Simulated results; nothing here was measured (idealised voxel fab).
The process module that follows is named voxel capacitor over wiring.
The width of the displayed cross-section, cut, is 255 nm; its cells are square, with a size of 5 nm.
Throughout this document, each cross-section is represented as a grid of square cells and is presented as a sequence of bands enumerated from the top downward, where a band comprises one or more rows of cells. Band entry format. Leading values: height of top, height of bottom, nm. Remainder: materials in left-to-right order, each with its width in nm. Special words: "full width" on a single material, which then fills the band edge to edge; "blank", empty space. Heights are measured from 0, the level below which the as-received wafer is all one material; the lowest band has no bottom and continues downward, written as in "top 0, no bottom". Width "30 to 40": first value at the band's top row of cells, second value at its bottom row, equal change from row to row. Step marked "no change"? Then no cell in the cross-section changed in it. Empty spaces counting at least 8 cells and having no open way to the top are listed in "Closed void list". The notation width x height at distance is used for each, the distance being from the left edge and all three values in nm. Where a step's line continues beyond its settings, the continuation is a remark by the simulator itself on that step. The line of a step may include "overlay nm". On a step with a mask, this value is how far to the right of its planned place the mask lay. A negative value means the mask lay to the left.

Here's what the planned process steps look like
1: RECEIVE [material Si]
2: CONFORMAL_DEP [material SiO2] [thk nm 10]
3: CONFORMAL_DEP [material SiN] [thk nm 5]
4: DIRECTIONAL_DEP [material SiO2] [thk nm 20]
5: PATTERN [tone open] [mask id METAL_1] [material resist] [width nm 30] [pitch nm 80] [thk nm 15] [overlay nm 0]
6: DIRECTIONAL_ETCH [etch materials SiO2] [depth nm 20]
7: DIRECTIONAL_ETCH [etch materials SiN] [depth nm 5]
8: STRIP [etch materials resist]
9: CONFORMAL_DEP [material TiN] [thk nm 5]
10: FILL_DEP [material Ru] [thk nm 5]
11: CMP [height nm 35]
12: EPI [material Ru] [thk nm 5]
13: FILL_DEP [material SiCN] [thk nm 5]
14: DIRECTIONAL_DEP [material lowk] [thk nm 10]
15: PATTERN [tone open] [mask id PLUG_1] [material resist] [width nm 15] [thk nm 15] [overlay nm 0]
16: DIRECTIONAL_ETCH [etch materials lowk] [depth nm 10]
17: DIRECTIONAL_ETCH [etch materials SiCN] [depth nm 5]
18: STRIP [etch materials resist]
19: EPI [material Ru] [thk nm 10]
20: EPI [material Ru] [thk nm 5]
21: DIRECTIONAL_DEP [material TiN] [thk nm 5]
22: DIRECTIONAL_DEP [material SiN] [thk nm 5]
23: DIRECTIONAL_DEP [material TiN] [thk nm 10]
24: DIRECTIONAL_DEP [material aC] [thk nm 10]
25: PATTERN [tone cover] [mask id UPPER_PLATE] [material resist] [width nm 55] [thk nm 25] [overlay nm 0]
26: DIRECTIONAL_ETCH [etch materials aC] [depth nm 10]
27: STRIP [etch materials resist]
28: DIRECTIONAL_ETCH [etch materials TiN] [depth nm 10]
29: DIRECTIONAL_ETCH [etch materials SiN] [depth nm 5]
30: STRIP [etch materials aC]
31: PATTERN [tone cover] [mask id LOWER_PLATE] [material resist] [width nm 65] [thk nm 20] [overlay nm 0]
32: DIRECTIONAL_ETCH [etch materials TiN] [depth nm 5]
33: STRIP [etch materials resist]
34: FILL_DEP [material SiO2] [thk nm 15]
35: CMP [height nm 85]
36: DIRECTIONAL_DEP [material aC] [thk nm 10]
37: PATTERN [tone open] [mask id PLUG_2] [material resist] [width nm 15] [thk nm 30] [overlay nm 0]
38: DIRECTIONAL_ETCH [etch materials aC] [depth nm 10]
39: STRIP [etch materials resist]
40: DIRECTIONAL_ETCH [etch materials SiO2] [depth nm 10]
41: STRIP [etch materials aC]
42: CONFORMAL_DEP [material TiN] [thk nm 5]
43: FILL_DEP [material Ru] [thk nm 5]
44: CMP [height nm 85]
45: CONFORMAL_DEP [material SiN] [thk nm 5]

Wafer, first of two, run as planned

Step 1 complete: cross-section of the wafer as received
top 0, no bottom = Si full width
Closed void list: none

How the wafer stands in section after step 2
top 10, bottom 0 = SiO2 full width
Anything lower than 0 is untouched.

How the wafer stands in section after step 3
top 15, bottom 10 = SiN full width
Anything lower than 10 is untouched.

How the wafer stands in section after step 4
top 35, bottom 15 = SiO2 full width
Anything lower than 15 is untouched.

How the wafer stands in section after step 5
top 50, bottom 35 = 70 nm resist | 30 nm blank | 50 nm resist | 30 nm blank | 75 nm resist
Anything lower than 35 is untouched.

How the wafer stands in section after step 6
top 50, bottom 35 = 70 nm resist | 30 nm blank | 50 nm resist | 30 nm blank | 75 nm resist
top 35, bottom 15 = 70 nm SiO2 | 30 nm blank | 50 nm SiO2 | 30 nm blank | 75 nm SiO2
Anything lower than 15 is untouched.

How the wafer stands in section after step 7
top 50, bottom 35 = 70 nm resist | 30 nm blank | 50 nm resist | 30 nm blank | 75 nm resist
top 35, bottom 15 = 70 nm SiO2 | 30 nm blank | 50 nm SiO2 | 30 nm blank | 75 nm SiO2
top 15, bottom 10 = 70 nm SiN | 30 nm blank | 50 nm SiN | 30 nm blank | 75 nm SiN
Anything lower than 10 is untouched.

How the wafer stands in section after step 8
top 35, bottom 15 = 70 nm SiO2 | 30 nm blank | 50 nm SiO2 | 30 nm blank | 75 nm SiO2
Anything lower than 15 is untouched.

How the wafer stands in section after step 9
top 40, bottom 35 = 75 nm TiN | 20 nm blank | 60 nm TiN | 20 nm blank | 80 nm TiN
top 35, bottom 15 = 70 nm SiO2 | 5 nm TiN | 20 nm blank | 5 nm TiN | 50 nm SiO2 | 5 nm TiN | 20 nm blank | 5 nm TiN | 75 nm SiO2
top 15, bottom 10 = 70 nm SiN | 30 nm TiN | 50 nm SiN | 30 nm TiN | 75 nm SiN
Anything lower than 10 is untouched.

How the wafer stands in section after step 10
top 45, bottom 40 = Ru full width
top 40, bottom 35 = 75 nm TiN | 20 nm Ru | 60 nm TiN | 20 nm Ru | 80 nm TiN
top 35, bottom 15 = 70 nm SiO2 | 5 nm TiN | 20 nm Ru | 5 nm TiN | 50 nm SiO2 | 5 nm TiN | 20 nm Ru | 5 nm TiN | 75 nm SiO2
Anything lower than 15 is untouched.

How the wafer stands in section after step 11
top 35, bottom 15 = 70 nm SiO2 | 5 nm TiN | 20 nm Ru | 5 nm TiN | 50 nm SiO2 | 5 nm TiN | 20 nm Ru | 5 nm TiN | 75 nm SiO2
Anything lower than 15 is untouched.

How the wafer stands in section after step 12
top 40, bottom 35 = 65 nm blank | 40 nm Ru | 40 nm blank | 40 nm Ru | 70 nm blank
Anything lower than 35 is untouched.

How the wafer stands in section after step 13
top 45, bottom 40 = SiCN full width
top 40, bottom 35 = 65 nm SiCN | 40 nm Ru | 40 nm SiCN | 40 nm Ru | 70 nm SiCN
Anything lower than 35 is untouched.

How the wafer stands in section after step 14
top 55, bottom 45 = lowk full width
Anything lower than 45 is untouched.

How the wafer stands in section after step 15
top 70, bottom 55 = 85 nm resist | 15 nm blank | 155 nm resist
Anything lower than 55 is untouched.

How the wafer stands in section after step 16
top 70, bottom 55 = 85 nm resist | 15 nm blank | 155 nm resist
top 55, bottom 45 = 85 nm lowk | 15 nm blank | 155 nm lowk
Anything lower than 45 is untouched.

How the wafer stands in section after step 17
top 70, bottom 55 = 85 nm resist | 15 nm blank | 155 nm resist
top 55, bottom 45 = 85 nm lowk | 15 nm blank | 155 nm lowk
top 45, bottom 40 = 85 nm SiCN | 15 nm blank | 155 nm SiCN
Anything lower than 40 is untouched.

How the wafer stands in section after step 18
top 55, bottom 45 = 85 nm lowk | 15 nm blank | 155 nm lowk
Anything lower than 45 is untouched.

How the wafer stands in section after step 19
top 55, bottom 50 = 85 nm lowk | 15 nm blank | 155 nm lowk
top 50, bottom 45 = 85 nm lowk | 15 nm Ru | 155 nm lowk
top 45, bottom 40 = 85 nm SiCN | 15 nm Ru | 155 nm SiCN
Anything lower than 40 is untouched.

How the wafer stands in section after step 20
top 55, bottom 45 = 85 nm lowk | 15 nm Ru | 155 nm lowk
Anything lower than 45 is untouched.

How the wafer stands in section after step 21
top 60, bottom 55 = TiN full width
Anything lower than 55 is untouched.

How the wafer stands in section after step 22
top 65, bottom 60 = SiN full width
Anything lower than 60 is untouched.

How the wafer stands in section after step 23
top 75, bottom 65 = TiN full width
Anything lower than 65 is untouched.

How the wafer stands in section after step 24
top 85, bottom 75 = aC full width
Anything lower than 75 is untouched.

How the wafer stands in section after step 25
top 110, bottom 85 = 85 nm blank | 55 nm resist | 115 nm blank
Anything lower than 85 is untouched.

How the wafer stands in section after step 26
top 100, bottom 85 = 85 nm blank | 55 nm resist | 115 nm blank
top 85, bottom 75 = 85 nm blank | 55 nm aC | 115 nm blank
Anything lower than 75 is untouched.

How the wafer stands in section after step 27
top 85, bottom 75 = 85 nm blank | 55 nm aC | 115 nm blank
Anything lower than 75 is untouched.

How the wafer stands in section after step 28
top 85, bottom 75 = 85 nm blank | 55 nm aC | 115 nm blank
top 75, bottom 65 = 85 nm blank | 55 nm TiN | 115 nm blank
Anything lower than 65 is untouched.

How the wafer stands in section after step 29
top 85, bottom 75 = 85 nm blank | 55 nm aC | 115 nm blank
top 75, bottom 65 = 85 nm blank | 55 nm TiN | 115 nm blank
top 65, bottom 60 = 85 nm blank | 55 nm SiN | 115 nm blank
Anything lower than 60 is untouched.

How the wafer stands in section after step 30
top 75, bottom 65 = 85 nm blank | 55 nm TiN | 115 nm blank
Anything lower than 65 is untouched.

How the wafer stands in section after step 31
top 95, bottom 75 = 80 nm blank | 65 nm resist | 110 nm blank
top 75, bottom 65 = 80 nm blank | 5 nm resist | 55 nm TiN | 5 nm resist | 110 nm blank
top 65, bottom 60 = 80 nm blank | 5 nm resist | 55 nm SiN | 5 nm resist | 110 nm blank
Anything lower than 60 is untouched.

How the wafer stands in section after step 32
top 95, bottom 75 = 80 nm blank | 65 nm resist | 110 nm blank
top 75, bottom 65 = 80 nm blank | 5 nm resist | 55 nm TiN | 5 nm resist | 110 nm blank
top 65, bottom 60 = 80 nm blank | 5 nm resist | 55 nm SiN | 5 nm resist | 110 nm blank
top 60, bottom 55 = 80 nm blank | 65 nm TiN | 110 nm blank
Anything lower than 55 is untouched.

How the wafer stands in section after step 33
top 75, bottom 65 = 85 nm blank | 55 nm TiN | 115 nm blank
top 65, bottom 60 = 85 nm blank | 55 nm SiN | 115 nm blank
Anything lower than 60 is untouched.

How the wafer stands in section after step 34
top 90, bottom 75 = SiO2 full width
top 75, bottom 65 = 85 nm SiO2 | 55 nm TiN | 115 nm SiO2
top 65, bottom 60 = 85 nm SiO2 | 55 nm SiN | 115 nm SiO2
top 60, bottom 55 = 80 nm SiO2 | 65 nm TiN | 110 nm SiO2
Anything lower than 55 is untouched.

How the wafer stands in section after step 35
top 85, bottom 75 = SiO2 full width
Anything lower than 75 is untouched.

How the wafer stands in section after step 36
top 95, bottom 85 = aC full width
Anything lower than 85 is untouched.

How the wafer stands in section after step 37
top 125, bottom 95 = 95 nm resist | 15 nm blank | 145 nm resist
Anything lower than 95 is untouched.

How the wafer stands in section after step 38
top 115, bottom 95 = 95 nm resist | 15 nm blank | 145 nm resist
top 95, bottom 85 = 95 nm aC | 15 nm blank | 145 nm aC
Anything lower than 85 is untouched.

How the wafer stands in section after step 39
top 95, bottom 85 = 95 nm aC | 15 nm blank | 145 nm aC
Anything lower than 85 is untouched.

How the wafer stands in section after step 40
top 95, bottom 85 = 95 nm aC | 15 nm blank | 145 nm aC
top 85, bottom 75 = 95 nm SiO2 | 15 nm blank | 145 nm SiO2
Anything lower than 75 is untouched.

How the wafer stands in section after step 41
top 85, bottom 75 = 95 nm SiO2 | 15 nm blank | 145 nm SiO2
Anything lower than 75 is untouched.

How the wafer stands in section after step 42
top 90, bottom 85 = 100 nm TiN | 5 nm blank | 150 nm TiN
top 85, bottom 80 = 95 nm SiO2 | 5 nm TiN | 5 nm blank | 5 nm TiN | 145 nm SiO2
top 80, bottom 75 = 95 nm SiO2 | 15 nm TiN | 145 nm SiO2
Anything lower than 75 is untouched.

How the wafer stands in section after step 43
top 95, bottom 90 = Ru full width
top 90, bottom 85 = 100 nm TiN | 5 nm Ru | 150 nm TiN
top 85, bottom 80 = 95 nm SiO2 | 5 nm TiN | 5 nm Ru | 5 nm TiN | 145 nm SiO2
Anything lower than 80 is untouched.

How the wafer stands in section after step 44
top 85, bottom 80 = 95 nm SiO2 | 5 nm TiN | 5 nm Ru | 5 nm TiN | 145 nm SiO2
Anything lower than 80 is untouched.

How the wafer stands in section after step 45
top 90, bottom 85 = SiN full width
Anything lower than 85 is untouched.

What follows concerns the second wafer, which started out like the first and was meant to follow the very same plan; one mistake crept in when it was run, but everything up to and including step 2 is the same as for the first wafer

Cross-section, second wafer, at the end time the plan gives for step 3: no change

Cross-section, second wafer, at the end time the plan gives for step 4
top 30, bottom 0 = SiO2 full width
Anything lower than 0 is untouched.

Cross-section, second wafer, at the end time the plan gives for step 5
top 45, bottom 30 = 70 nm resist | 30 nm blank | 50 nm resist | 30 nm blank | 75 nm resist
Anything lower than 30 is untouched.

Cross-section, second wafer, at the end time the plan gives for step 6
top 45, bottom 30 = 70 nm resist | 30 nm blank | 50 nm resist | 30 nm blank | 75 nm resist
top 30, bottom 10 = 70 nm SiO2 | 30 nm blank | 50 nm SiO2 | 30 nm blank | 75 nm SiO2
Anything lower than 10 is untouched.

Cross-section, second wafer, at the end time the plan gives for step 7: no change

Cross-section, second wafer, at the end time the plan gives for step 8
top 30, bottom 10 = 70 nm SiO2 | 30 nm blank | 50 nm SiO2 | 30 nm blank | 75 nm SiO2
Anything lower than 10 is untouched.

Cross-section, second wafer, at the end time the plan gives for step 9
top 35, bottom 30 = 75 nm TiN | 20 nm blank | 60 nm TiN | 20 nm blank | 80 nm TiN
top 30, bottom 15 = 70 nm SiO2 | 5 nm TiN | 20 nm blank | 5 nm TiN | 50 nm SiO2 | 5 nm TiN | 20 nm blank | 5 nm TiN | 75 nm SiO2
top 15, bottom 10 = 70 nm SiO2 | 30 nm TiN | 50 nm SiO2 | 30 nm TiN | 75 nm SiO2
Anything lower than 10 is untouched.

Cross-section, second wafer, at the end time the plan gives for step 10
top 40, bottom 35 = Ru full width
top 35, bottom 30 = 75 nm TiN | 20 nm Ru | 60 nm TiN | 20 nm Ru | 80 nm TiN
top 30, bottom 15 = 70 nm SiO2 | 5 nm TiN | 20 nm Ru | 5 nm TiN | 50 nm SiO2 | 5 nm TiN | 20 nm Ru | 5 nm TiN | 75 nm SiO2
Anything lower than 15 is untouched.

Cross-section, second wafer, at the end time the plan gives for step 11
top 35, bottom 30 = 75 nm TiN | 20 nm Ru | 60 nm TiN | 20 nm Ru | 80 nm TiN
Anything lower than 30 is untouched.

Cross-section, second wafer, at the end time the plan gives for step 12
top 40, bottom 35 = Ru full width
Anything lower than 35 is untouched.

Cross-section, second wafer, at the end time the plan gives for step 13
top 45, bottom 40 = SiCN full width
Anything lower than 40 is untouched.

Cross-section, second wafer, at the end time the plan gives for step 14
top 55, bottom 45 = lowk full width
Anything lower than 45 is untouched.

Cross-section, second wafer, at the end time the plan gives for step 15
top 70, bottom 55 = 85 nm resist | 15 nm blank | 155 nm resist
Anything lower than 55 is untouched.

Cross-section, second wafer, at the end time the plan gives for step 16
top 70, bottom 55 = 85 nm resist | 15 nm blank | 155 nm resist
top 55, bottom 45 = 85 nm lowk | 15 nm blank | 155 nm lowk
Anything lower than 45 is untouched.

Cross-section, second wafer, at the end time the plan gives for step 17
top 70, bottom 55 = 85 nm resist | 15 nm blank | 155 nm resist
top 55, bottom 45 = 85 nm lowk | 15 nm blank | 155 nm lowk
top 45, bottom 40 = 85 nm SiCN | 15 nm blank | 155 nm SiCN
Anything lower than 40 is untouched.

Cross-section, second wafer, at the end time the plan gives for step 18
top 55, bottom 45 = 85 nm lowk | 15 nm blank | 155 nm lowk
Anything lower than 45 is untouched.

Cross-section, second wafer, at the end time the plan gives for step 19
top 55, bottom 50 = 85 nm lowk | 15 nm blank | 155 nm lowk
top 50, bottom 45 = 85 nm lowk | 15 nm Ru | 155 nm lowk
top 45, bottom 40 = 85 nm SiCN | 15 nm Ru | 155 nm SiCN
Anything lower than 40 is untouched.

Cross-section, second wafer, at the end time the plan gives for step 20
top 55, bottom 45 = 85 nm lowk | 15 nm Ru | 155 nm lowk
Anything lower than 45 is untouched.

Cross-section, second wafer, at the end time the plan gives for step 21
top 60, bottom 55 = TiN full width
Anything lower than 55 is untouched.

Cross-section, second wafer, at the end time the plan gives for step 22
top 65, bottom 60 = SiN full width
Anything lower than 60 is untouched.

Cross-section, second wafer, at the end time the plan gives for step 23
top 75, bottom 65 = TiN full width
Anything lower than 65 is untouched.

Cross-section, second wafer, at the end time the plan gives for step 24
top 85, bottom 75 = aC full width
Anything lower than 75 is untouched.

Cross-section, second wafer, at the end time the plan gives for step 25
top 110, bottom 85 = 85 nm blank | 55 nm resist | 115 nm blank
Anything lower than 85 is untouched.

Cross-section, second wafer, at the end time the plan gives for step 26
top 100, bottom 85 = 85 nm blank | 55 nm resist | 115 nm blank
top 85, bottom 75 = 85 nm blank | 55 nm aC | 115 nm blank
Anything lower than 75 is untouched.

Cross-section, second wafer, at the end time the plan gives for step 27
top 85, bottom 75 = 85 nm blank | 55 nm aC | 115 nm blank
Anything lower than 75 is untouched.

Cross-section, second wafer, at the end time the plan gives for step 28
top 85, bottom 75 = 85 nm blank | 55 nm aC | 115 nm blank
top 75, bottom 65 = 85 nm blank | 55 nm TiN | 115 nm blank
Anything lower than 65 is untouched.

Cross-section, second wafer, at the end time the plan gives for step 29
top 85, bottom 75 = 85 nm blank | 55 nm aC | 115 nm blank
top 75, bottom 65 = 85 nm blank | 55 nm TiN | 115 nm blank
top 65, bottom 60 = 85 nm blank | 55 nm SiN | 115 nm blank
Anything lower than 60 is untouched.

Cross-section, second wafer, at the end time the plan gives for step 30
top 75, bottom 65 = 85 nm blank | 55 nm TiN | 115 nm blank
Anything lower than 65 is untouched.

Cross-section, second wafer, at the end time the plan gives for step 31
top 95, bottom 75 = 80 nm blank | 65 nm resist | 110 nm blank
top 75, bottom 65 = 80 nm blank | 5 nm resist | 55 nm TiN | 5 nm resist | 110 nm blank
top 65, bottom 60 = 80 nm blank | 5 nm resist | 55 nm SiN | 5 nm resist | 110 nm blank
Anything lower than 60 is untouched.

Cross-section, second wafer, at the end time the plan gives for step 32
top 95, bottom 75 = 80 nm blank | 65 nm resist | 110 nm blank
top 75, bottom 65 = 80 nm blank | 5 nm resist | 55 nm TiN | 5 nm resist | 110 nm blank
top 65, bottom 60 = 80 nm blank | 5 nm resist | 55 nm SiN | 5 nm resist | 110 nm blank
top 60, bottom 55 = 80 nm blank | 65 nm TiN | 110 nm blank
Anything lower than 55 is untouched.

Cross-section, second wafer, at the end time the plan gives for step 33
top 75, bottom 65 = 85 nm blank | 55 nm TiN | 115 nm blank
top 65, bottom 60 = 85 nm blank | 55 nm SiN | 115 nm blank
Anything lower than 60 is untouched.

Cross-section, second wafer, at the end time the plan gives for step 34
top 90, bottom 75 = SiO2 full width
top 75, bottom 65 = 85 nm SiO2 | 55 nm TiN | 115 nm SiO2
top 65, bottom 60 = 85 nm SiO2 | 55 nm SiN | 115 nm SiO2
top 60, bottom 55 = 80 nm SiO2 | 65 nm TiN | 110 nm SiO2
Anything lower than 55 is untouched.

Cross-section, second wafer, at the end time the plan gives for step 35
top 85, bottom 75 = SiO2 full width
Anything lower than 75 is untouched.

Cross-section, second wafer, at the end time the plan gives for step 36
top 95, bottom 85 = aC full width
Anything lower than 85 is untouched.

Cross-section, second wafer, at the end time the plan gives for step 37
top 125, bottom 95 = 95 nm resist | 15 nm blank | 145 nm resist
Anything lower than 95 is untouched.

Cross-section, second wafer, at the end time the plan gives for step 38
top 115, bottom 95 = 95 nm resist | 15 nm blank | 145 nm resist
top 95, bottom 85 = 95 nm aC | 15 nm blank | 145 nm aC
Anything lower than 85 is untouched.

Cross-section, second wafer, at the end time the plan gives for step 39
top 95, bottom 85 = 95 nm aC | 15 nm blank | 145 nm aC
Anything lower than 85 is untouched.

Cross-section, second wafer, at the end time the plan gives for step 40
top 95, bottom 85 = 95 nm aC | 15 nm blank | 145 nm aC
top 85, bottom 75 = 95 nm SiO2 | 15 nm blank | 145 nm SiO2
Anything lower than 75 is untouched.

Cross-section, second wafer, at the end time the plan gives for step 41
top 85, bottom 75 = 95 nm SiO2 | 15 nm blank | 145 nm SiO2
Anything lower than 75 is untouched.

Cross-section, second wafer, at the end time the plan gives for step 42
top 90, bottom 85 = 100 nm TiN | 5 nm blank | 150 nm TiN
top 85, bottom 80 = 95 nm SiO2 | 5 nm TiN | 5 nm blank | 5 nm TiN | 145 nm SiO2
top 80, bottom 75 = 95 nm SiO2 | 15 nm TiN | 145 nm SiO2
Anything lower than 75 is untouched.

Cross-section, second wafer, at the end time the plan gives for step 43
top 95, bottom 90 = Ru full width
top 90, bottom 85 = 100 nm TiN | 5 nm Ru | 150 nm TiN
top 85, bottom 80 = 95 nm SiO2 | 5 nm TiN | 5 nm Ru | 5 nm TiN | 145 nm SiO2
Anything lower than 80 is untouched.

Cross-section, second wafer, at the end time the plan gives for step 44
top 85, bottom 80 = 95 nm SiO2 | 5 nm TiN | 5 nm Ru | 5 nm TiN | 145 nm SiO2
Anything lower than 80 is untouched.

Cross-section, second wafer, at the end time the plan gives for step 45
top 90, bottom 85 = SiN full width
Anything lower than 85 is untouched.
It is concluded that the wafer was processed incorrectly with respect to the plan, in that the plan's step 3 went unexecuted, having been skipped
Bottom line after processing is that, in cells, the second wafer is up or down on some materials versus the first: 35 more of Ru | 35 fewer of SiCN | 39 fewer of SiN | 39 more of TiN
